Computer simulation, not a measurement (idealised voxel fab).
Documented hereafter: the process module known as voxel capacitor over wiring.
Cross-section cut spans 220 nm and uses square cells 5 nm in size.
When this document writes out a cross-section, it uses a grid of square cells and lists it as bands, beginning at the top and moving down, with a band standing for one or more rows of cells. Read a band's entry like this: the first values are the height of its top and the height of its bottom in nm, and what follows is the sequence of materials from left to right, each with its width in nm. Note that "blank" is empty space, and that a single material marked "full width" reaches across the band from edge to edge. Where do heights start? At 0: under that level the wafer as delivered is made of one material only. And the lowest band has no floor; it just carries on downward, as in "0 -> down". Quick explanation for "30 to 40": the width changes in equal steps down the rows of cells, from the first number in the band's top row to the second number in its bottom row. Any step labelled "no modifications" changed none of the cells in the cross-section. Enclosed voids (no open way to top), threshold 8 cells or more, entry "Listed closed voids", notation width x height at distance, distance from left edge, nm. Anything after a step's settings on that line? It's the simulator's own note about the step. "overlay nm" denotes, for a step that has a mask, the displacement of the mask to the right of its planned place, with negative values corresponding to the left.

**Planned step list for the process**
1. RECEIVE with material Si
2. CONFORMAL_DEP with material SiO2, thk nm 15
3. DIRECTIONAL_DEP with material TiN, thk nm 5
4. DIRECTIONAL_DEP with material W, thk nm 20
5. DIRECTIONAL_DEP with material aC, thk nm 10
6. PATTERN with tone cover, mask id METAL_1, material resist, width nm 20, pitch nm 70, thk nm 30, overlay nm 0
7. DIRECTIONAL_ETCH with etch materials aC, depth nm 10
8. STRIP with etch materials resist
9. DIRECTIONAL_ETCH with etch materials W, depth nm 20
10. DIRECTIONAL_ETCH with etch materials TiN, depth nm 5
11. STRIP with etch materials aC
12. CONFORMAL_DEP with material SiCN, thk nm 5
13. FILL_DEP with material lowk, thk nm 5
14. CMP with height nm 40
15. CONFORMAL_DEP with material SiCN, thk nm 5
16. DIRECTIONAL_DEP with material lowk, thk nm 20
17. PATTERN with tone open, mask id PLUG_1, material resist, width nm 15, thk nm 20, overlay nm 0
18. DIRECTIONAL_ETCH with etch materials lowk, depth nm 20
19. DIRECTIONAL_ETCH with etch materials SiCN, depth nm 5
20. STRIP with etch materials resist
21. CONFORMAL_DEP with material TiN, thk nm 5
22. FILL_DEP with material Ru, thk nm 5
23. CMP with height nm 65
24. DIRECTIONAL_DEP with material TiN, thk nm 10
25. DIRECTIONAL_DEP with material HfO2, thk nm 5
26. DIRECTIONAL_DEP with material TiN, thk nm 10
27. PATTERN with tone cover, mask id UPPER_PLATE, material resist, width nm 55, thk nm 15, overlay nm 0
28. DIRECTIONAL_ETCH with etch materials TiN, depth nm 10
29. DIRECTIONAL_ETCH with etch materials HfO2, depth nm 5
30. STRIP with etch materials resist
31. PATTERN with tone cover, mask id LOWER_PLATE, material resist, width nm 65, thk nm 15, overlay nm 0
32. DIRECTIONAL_ETCH with etch materials TiN, depth nm 10
33. STRIP with etch materials resist
34. FILL_DEP with material SiO2, thk nm 15
35. CMP with height nm 100
36. DIRECTIONAL_DEP with material aC, thk nm 15
37. PATTERN with tone open, mask id PLUG_2, material resist, width nm 15, thk nm 30, overlay nm 0
38. DIRECTIONAL_ETCH with etch materials aC, depth nm 15
39. STRIP with etch materials resist
40. DIRECTIONAL_ETCH with etch materials SiO2, depth nm 10
41. STRIP with etch materials aC
42. CONFORMAL_DEP with material TiN, thk nm 5
43. FILL_DEP with material Cu, thk nm 10
44. CMP with height nm 100
45. CONFORMAL_DEP with material SiN, thk nm 5

**First of two wafers: run as planned**

**Wafer at receipt (post step 1), cross-section**
- 0 -> down | Si full width
- Listed closed voids: none

**Sectional view: wafer, after step 2**
- 15 -> 0 | SiO2 full width
- Anything lower than 0 is untouched.

**Sectional view: wafer, after step 3**
- 20 -> 15 | TiN full width
- Anything lower than 15 is untouched.

**Sectional view: wafer, after step 4**
- 40 -> 20 | W full width
- Anything lower than 20 is untouched.

**Sectional view: wafer, after step 5**
- 50 -> 40 | aC full width
- Anything lower than 40 is untouched.

**Sectional view: wafer, after step 6**
- 80 -> 50 | 65 of blank / 20 of resist / 50 of blank / 20 of resist / 65 of blank
- Anything lower than 50 is untouched.

**Sectional view: wafer, after step 7**
- 70 -> 50 | 65 of blank / 20 of resist / 50 of blank / 20 of resist / 65 of blank
- 50 -> 40 | 65 of blank / 20 of aC / 50 of blank / 20 of aC / 65 of blank
- Anything lower than 40 is untouched.

**Sectional view: wafer, after step 8**
- 50 -> 40 | 65 of blank / 20 of aC / 50 of blank / 20 of aC / 65 of blank
- Anything lower than 40 is untouched.

**Sectional view: wafer, after step 9**
- 50 -> 40 | 65 of blank / 20 of aC / 50 of blank / 20 of aC / 65 of blank
- 40 -> 20 | 65 of blank / 20 of W / 50 of blank / 20 of W / 65 of blank
- Anything lower than 20 is untouched.

**Sectional view: wafer, after step 10**
- 50 -> 40 | 65 of blank / 20 of aC / 50 of blank / 20 of aC / 65 of blank
- 40 -> 20 | 65 of blank / 20 of W / 50 of blank / 20 of W / 65 of blank
- 20 -> 15 | 65 of blank / 20 of TiN / 50 of blank / 20 of TiN / 65 of blank
- Anything lower than 15 is untouched.

**Sectional view: wafer, after step 11**
- 40 -> 20 | 65 of blank / 20 of W / 50 of blank / 20 of W / 65 of blank
- Anything lower than 20 is untouched.

**Sectional view: wafer, after step 12**
- 45 -> 40 | 60 of blank / 30 of SiCN / 40 of blank / 30 of SiCN / 60 of blank
- 40 -> 20 | 60 of blank / 5 of SiCN / 20 of W / 5 of SiCN / 40 of blank / 5 of SiCN / 20 of W / 5 of SiCN / 60 of blank
- 20 -> 15 | 65 of SiCN / 20 of TiN / 50 of SiCN / 20 of TiN / 65 of SiCN
- Anything lower than 15 is untouched.

**Sectional view: wafer, after step 13**
- 50 -> 45 | lowk full width
- 45 -> 40 | 60 of lowk / 30 of SiCN / 40 of lowk / 30 of SiCN / 60 of lowk
- 40 -> 20 | 60 of lowk / 5 of SiCN / 20 of W / 5 of SiCN / 40 of lowk / 5 of SiCN / 20 of W / 5 of SiCN / 60 of lowk
- Anything lower than 20 is untouched.

**Sectional view: wafer, after step 14**
- 40 -> 20 | 60 of lowk / 5 of SiCN / 20 of W / 5 of SiCN / 40 of lowk / 5 of SiCN / 20 of W / 5 of SiCN / 60 of lowk
- Anything lower than 20 is untouched.

**Sectional view: wafer, after step 15**
- 45 -> 40 | SiCN full width
- Anything lower than 40 is untouched.

**Sectional view: wafer, after step 16**
- 65 -> 45 | lowk full width
- Anything lower than 45 is untouched.

**Sectional view: wafer, after step 17**
- 85 -> 65 | 70 of resist / 15 of blank / 135 of resist
- Anything lower than 65 is untouched.

**Sectional view: wafer, after step 18**
- 85 -> 65 | 70 of resist / 15 of blank / 135 of resist
- 65 -> 45 | 70 of lowk / 15 of blank / 135 of lowk
- Anything lower than 45 is untouched.

**Sectional view: wafer, after step 19**
- 85 -> 65 | 70 of resist / 15 of blank / 135 of resist
- 65 -> 45 | 70 of lowk / 15 of blank / 135 of lowk
- 45 -> 40 | 70 of SiCN / 15 of blank / 135 of SiCN
- Anything lower than 40 is untouched.

**Sectional view: wafer, after step 20**
- 65 -> 45 | 70 of lowk / 15 of blank / 135 of lowk
- Anything lower than 45 is untouched.

**Sectional view: wafer, after step 21**
- 70 -> 65 | 75 of TiN / 5 of blank / 140 of TiN
- 65 -> 45 | 70 of lowk / 5 of TiN / 5 of blank / 5 of TiN / 135 of lowk
- 45 -> 40 | 70 of SiCN / 15 of TiN / 135 of SiCN
- Anything lower than 40 is untouched.

**Sectional view: wafer, after step 22**
- 75 -> 70 | Ru full width
- 70 -> 65 | 75 of TiN / 5 of Ru / 140 of TiN
- 65 -> 45 | 70 of lowk / 5 of TiN / 5 of Ru / 5 of TiN / 135 of lowk
- Anything lower than 45 is untouched.

**Sectional view: wafer, after step 23**
- 65 -> 45 | 70 of lowk / 5 of TiN / 5 of Ru / 5 of TiN / 135 of lowk
- Anything lower than 45 is untouched.

**Sectional view: wafer, after step 24**
- 75 -> 65 | TiN full width
- Anything lower than 65 is untouched.

**Sectional view: wafer, after step 25**
- 80 -> 75 | HfO2 full width
- Anything lower than 75 is untouched.

**Sectional view: wafer, after step 26**
- 90 -> 80 | TiN full width
- Anything lower than 80 is untouched.

**Sectional view: wafer, after step 27**
- 105 -> 90 | 70 of blank / 55 of resist / 95 of blank
- Anything lower than 90 is untouched.

**Sectional view: wafer, after step 28**
- 105 -> 90 | 70 of blank / 55 of resist / 95 of blank
- 90 -> 80 | 70 of blank / 55 of TiN / 95 of blank
- Anything lower than 80 is untouched.

**Sectional view: wafer, after step 29**
- 105 -> 90 | 70 of blank / 55 of resist / 95 of blank
- 90 -> 80 | 70 of blank / 55 of TiN / 95 of blank
- 80 -> 75 | 70 of blank / 55 of HfO2 / 95 of blank
- Anything lower than 75 is untouched.

**Sectional view: wafer, after step 30**
- 90 -> 80 | 70 of blank / 55 of TiN / 95 of blank
- Anything lower than 80 is untouched.

**Sectional view: wafer, after step 31**
- 105 -> 90 | 65 of blank / 65 of resist / 90 of blank
- 90 -> 80 | 65 of blank / 5 of resist / 55 of TiN / 5 of resist / 90 of blank
- 80 -> 75 | 65 of blank / 5 of resist / 55 of HfO2 / 5 of resist / 90 of blank
- Anything lower than 75 is untouched.

**Sectional view: wafer, after step 32**
- 105 -> 90 | 65 of blank / 65 of resist / 90 of blank
- 90 -> 80 | 65 of blank / 5 of resist / 55 of TiN / 5 of resist / 90 of blank
- 80 -> 75 | 65 of blank / 5 of resist / 55 of HfO2 / 5 of resist / 90 of blank
- 75 -> 65 | 65 of blank / 65 of TiN / 90 of blank
- Anything lower than 65 is untouched.

**Sectional view: wafer, after step 33**
- 90 -> 80 | 70 of blank / 55 of TiN / 95 of blank
- 80 -> 75 | 70 of blank / 55 of HfO2 / 95 of blank
- Anything lower than 75 is untouched.

**Sectional view: wafer, after step 34**
- 105 -> 90 | SiO2 full width
- 90 -> 80 | 70 of SiO2 / 55 of TiN / 95 of SiO2
- 80 -> 75 | 70 of SiO2 / 55 of HfO2 / 95 of SiO2
- 75 -> 65 | 65 of SiO2 / 65 of TiN / 90 of SiO2
- Anything lower than 65 is untouched.

**Sectional view: wafer, after step 35**
- 100 -> 90 | SiO2 full width
- Anything lower than 90 is untouched.

**Sectional view: wafer, after step 36**
- 115 -> 100 | aC full width
- Anything lower than 100 is untouched.

**Sectional view: wafer, after step 37**
- 145 -> 115 | 80 of resist / 15 of blank / 125 of resist
- Anything lower than 115 is untouched.

**Sectional view: wafer, after step 38**
- 130 -> 115 | 80 of resist / 15 of blank / 125 of resist
- 115 -> 100 | 80 of aC / 15 of blank / 125 of aC
- Anything lower than 100 is untouched.

**Sectional view: wafer, after step 39**
- 115 -> 100 | 80 of aC / 15 of blank / 125 of aC
- Anything lower than 100 is untouched.

**Sectional view: wafer, after step 40**
- 115 -> 100 | 80 of aC / 15 of blank / 125 of aC
- 100 -> 90 | 80 of SiO2 / 15 of blank / 125 of SiO2
- Anything lower than 90 is untouched.

**Sectional view: wafer, after step 41**
- 100 -> 90 | 80 of SiO2 / 15 of blank / 125 of SiO2
- Anything lower than 90 is untouched.

**Sectional view: wafer, after step 42**
- 105 -> 100 | 85 of TiN / 5 of blank / 130 of TiN
- 100 -> 95 | 80 of SiO2 / 5 of TiN / 5 of blank / 5 of TiN / 125 of SiO2
- 95 -> 90 | 80 of SiO2 / 15 of TiN / 125 of SiO2
- Anything lower than 90 is untouched.

**Sectional view: wafer, after step 43**
- 115 -> 105 | Cu full width
- 105 -> 100 | 85 of TiN / 5 of Cu / 130 of TiN
- 100 -> 95 | 80 of SiO2 / 5 of TiN / 5 of Cu / 5 of TiN / 125 of SiO2
- Anything lower than 95 is untouched.

**Sectional view: wafer, after step 44**
- 100 -> 95 | 80 of SiO2 / 5 of TiN / 5 of Cu / 5 of TiN / 125 of SiO2
- Anything lower than 95 is untouched.

**Sectional view: wafer, after step 45**
- 105 -> 100 | SiN full width
- Anything lower than 100 is untouched.

**Wafer two of the pair: same origin, same plan, one error during the run; identical to wafer one up to and including step 2**

X-section, second wafer, when step 3 was due to finish: no modifications

**X-section, second wafer, when step 4 was due to finish**
- 35 -> 15 | W full width
- Anything lower than 15 is untouched.

**X-section, second wafer, when step 5 was due to finish**
- 45 -> 35 | aC full width
- Anything lower than 35 is untouched.

**X-section, second wafer, when step 6 was due to finish**
- 75 -> 45 | 65 of blank / 20 of resist / 50 of blank / 20 of resist / 65 of blank
- Anything lower than 45 is untouched.

**X-section, second wafer, when step 7 was due to finish**
- 65 -> 45 | 65 of blank / 20 of resist / 50 of blank / 20 of resist / 65 of blank
- 45 -> 35 | 65 of blank / 20 of aC / 50 of blank / 20 of aC / 65 of blank
- Anything lower than 35 is untouched.

**X-section, second wafer, when step 8 was due to finish**
- 45 -> 35 | 65 of blank / 20 of aC / 50 of blank / 20 of aC / 65 of blank
- Anything lower than 35 is untouched.

**X-section, second wafer, when step 9 was due to finish**
- 45 -> 35 | 65 of blank / 20 of aC / 50 of blank / 20 of aC / 65 of blank
- 35 -> 15 | 65 of blank / 20 of W / 50 of blank / 20 of W / 65 of blank
- Anything lower than 15 is untouched.

X-section, second wafer, when step 10 was due to finish: no modifications

**X-section, second wafer, when step 11 was due to finish**
- 35 -> 15 | 65 of blank / 20 of W / 50 of blank / 20 of W / 65 of blank
- Anything lower than 15 is untouched.

**X-section, second wafer, when step 12 was due to finish**
- 40 -> 35 | 60 of blank / 30 of SiCN / 40 of blank / 30 of SiCN / 60 of blank
- 35 -> 20 | 60 of blank / 5 of SiCN / 20 of W / 5 of SiCN / 40 of blank / 5 of SiCN / 20 of W / 5 of SiCN / 60 of blank
- 20 -> 15 | 65 of SiCN / 20 of W / 50 of SiCN / 20 of W / 65 of SiCN
- Anything lower than 15 is untouched.

**X-section, second wafer, when step 13 was due to finish**
- 45 -> 40 | lowk full width
- 40 -> 35 | 60 of lowk / 30 of SiCN / 40 of lowk / 30 of SiCN / 60 of lowk
- 35 -> 20 | 60 of lowk / 5 of SiCN / 20 of W / 5 of SiCN / 40 of lowk / 5 of SiCN / 20 of W / 5 of SiCN / 60 of lowk
- Anything lower than 20 is untouched.

**X-section, second wafer, when step 14 was due to finish**
- 40 -> 35 | 60 of lowk / 30 of SiCN / 40 of lowk / 30 of SiCN / 60 of lowk
- Anything lower than 35 is untouched.

**X-section, second wafer, when step 15 was due to finish**
- 45 -> 40 | SiCN full width
- Anything lower than 40 is untouched.

**X-section, second wafer, when step 16 was due to finish**
- 65 -> 45 | lowk full width
- Anything lower than 45 is untouched.

**X-section, second wafer, when step 17 was due to finish**
- 85 -> 65 | 70 of resist / 15 of blank / 135 of resist
- Anything lower than 65 is untouched.

**X-section, second wafer, when step 18 was due to finish**
- 85 -> 65 | 70 of resist / 15 of blank / 135 of resist
- 65 -> 45 | 70 of lowk / 15 of blank / 135 of lowk
- Anything lower than 45 is untouched.

**X-section, second wafer, when step 19 was due to finish**
- 85 -> 65 | 70 of resist / 15 of blank / 135 of resist
- 65 -> 45 | 70 of lowk / 15 of blank / 135 of lowk
- 45 -> 40 | 70 of SiCN / 15 of blank / 135 of SiCN
- Anything lower than 40 is untouched.

**X-section, second wafer, when step 20 was due to finish**
- 65 -> 45 | 70 of lowk / 15 of blank / 135 of lowk
- Anything lower than 45 is untouched.

**X-section, second wafer, when step 21 was due to finish**
- 70 -> 65 | 75 of TiN / 5 of blank / 140 of TiN
- 65 -> 45 | 70 of lowk / 5 of TiN / 5 of blank / 5 of TiN / 135 of lowk
- 45 -> 40 | 70 of SiCN / 15 of TiN / 135 of SiCN
- Anything lower than 40 is untouched.

**X-section, second wafer, when step 22 was due to finish**
- 75 -> 70 | Ru full width
- 70 -> 65 | 75 of TiN / 5 of Ru / 140 of TiN
- 65 -> 45 | 70 of lowk / 5 of TiN / 5 of Ru / 5 of TiN / 135 of lowk
- Anything lower than 45 is untouched.

**X-section, second wafer, when step 23 was due to finish**
- 65 -> 45 | 70 of lowk / 5 of TiN / 5 of Ru / 5 of TiN / 135 of lowk
- Anything lower than 45 is untouched.

**X-section, second wafer, when step 24 was due to finish**
- 75 -> 65 | TiN full width
- Anything lower than 65 is untouched.

**X-section, second wafer, when step 25 was due to finish**
- 80 -> 75 | HfO2 full width
- Anything lower than 75 is untouched.

**X-section, second wafer, when step 26 was due to finish**
- 90 -> 80 | TiN full width
- Anything lower than 80 is untouched.

**X-section, second wafer, when step 27 was due to finish**
- 105 -> 90 | 70 of blank / 55 of resist / 95 of blank
- Anything lower than 90 is untouched.

**X-section, second wafer, when step 28 was due to finish**
- 105 -> 90 | 70 of blank / 55 of resist / 95 of blank
- 90 -> 80 | 70 of blank / 55 of TiN / 95 of blank
- Anything lower than 80 is untouched.

**X-section, second wafer, when step 29 was due to finish**
- 105 -> 90 | 70 of blank / 55 of resist / 95 of blank
- 90 -> 80 | 70 of blank / 55 of TiN / 95 of blank
- 80 -> 75 | 70 of blank / 55 of HfO2 / 95 of blank
- Anything lower than 75 is untouched.

**X-section, second wafer, when step 30 was due to finish**
- 90 -> 80 | 70 of blank / 55 of TiN / 95 of blank
- Anything lower than 80 is untouched.

**X-section, second wafer, when step 31 was due to finish**
- 105 -> 90 | 65 of blank / 65 of resist / 90 of blank
- 90 -> 80 | 65 of blank / 5 of resist / 55 of TiN / 5 of resist / 90 of blank
- 80 -> 75 | 65 of blank / 5 of resist / 55 of HfO2 / 5 of resist / 90 of blank
- Anything lower than 75 is untouched.

**X-section, second wafer, when step 32 was due to finish**
- 105 -> 90 | 65 of blank / 65 of resist / 90 of blank
- 90 -> 80 | 65 of blank / 5 of resist / 55 of TiN / 5 of resist / 90 of blank
- 80 -> 75 | 65 of blank / 5 of resist / 55 of HfO2 / 5 of resist / 90 of blank
- 75 -> 65 | 65 of blank / 65 of TiN / 90 of blank
- Anything lower than 65 is untouched.

**X-section, second wafer, when step 33 was due to finish**
- 90 -> 80 | 70 of blank / 55 of TiN / 95 of blank
- 80 -> 75 | 70 of blank / 55 of HfO2 / 95 of blank
- Anything lower than 75 is untouched.

**X-section, second wafer, when step 34 was due to finish**
- 105 -> 90 | SiO2 full width
- 90 -> 80 | 70 of SiO2 / 55 of TiN / 95 of SiO2
- 80 -> 75 | 70 of SiO2 / 55 of HfO2 / 95 of SiO2
- 75 -> 65 | 65 of SiO2 / 65 of TiN / 90 of SiO2
- Anything lower than 65 is untouched.

**X-section, second wafer, when step 35 was due to finish**
- 100 -> 90 | SiO2 full width
- Anything lower than 90 is untouched.

**X-section, second wafer, when step 36 was due to finish**
- 115 -> 100 | aC full width
- Anything lower than 100 is untouched.

**X-section, second wafer, when step 37 was due to finish**
- 145 -> 115 | 80 of resist / 15 of blank / 125 of resist
- Anything lower than 115 is untouched.

**X-section, second wafer, when step 38 was due to finish**
- 130 -> 115 | 80 of resist / 15 of blank / 125 of resist
- 115 -> 100 | 80 of aC / 15 of blank / 125 of aC
- Anything lower than 100 is untouched.

**X-section, second wafer, when step 39 was due to finish**
- 115 -> 100 | 80 of aC / 15 of blank / 125 of aC
- Anything lower than 100 is untouched.

**X-section, second wafer, when step 40 was due to finish**
- 115 -> 100 | 80 of aC / 15 of blank / 125 of aC
- 100 -> 90 | 80 of SiO2 / 15 of blank / 125 of SiO2
- Anything lower than 90 is untouched.

**X-section, second wafer, when step 41 was due to finish**
- 100 -> 90 | 80 of SiO2 / 15 of blank / 125 of SiO2
- Anything lower than 90 is untouched.

**X-section, second wafer, when step 42 was due to finish**
- 105 -> 100 | 85 of TiN / 5 of blank / 130 of TiN
- 100 -> 95 | 80 of SiO2 / 5 of TiN / 5 of blank / 5 of TiN / 125 of SiO2
- 95 -> 90 | 80 of SiO2 / 15 of TiN / 125 of SiO2
- Anything lower than 90 is untouched.

**X-section, second wafer, when step 43 was due to finish**
- 115 -> 105 | Cu full width
- 105 -> 100 | 85 of TiN / 5 of Cu / 130 of TiN
- 100 -> 95 | 80 of SiO2 / 5 of TiN / 5 of Cu / 5 of TiN / 125 of SiO2
- Anything lower than 95 is untouched.

**X-section, second wafer, when step 44 was due to finish**
- 100 -> 95 | 80 of SiO2 / 5 of TiN / 5 of Cu / 5 of TiN / 125 of SiO2
- Anything lower than 95 is untouched.

**X-section, second wafer, when step 45 was due to finish**
- 105 -> 100 | SiN full width
- Anything lower than 100 is untouched.
Processing error: step 3 was left out
Upon completion, the second wafer contains, in terms of cells, a greater or smaller amount of certain materials than the first wafer: +8 SiCN; -8 TiN
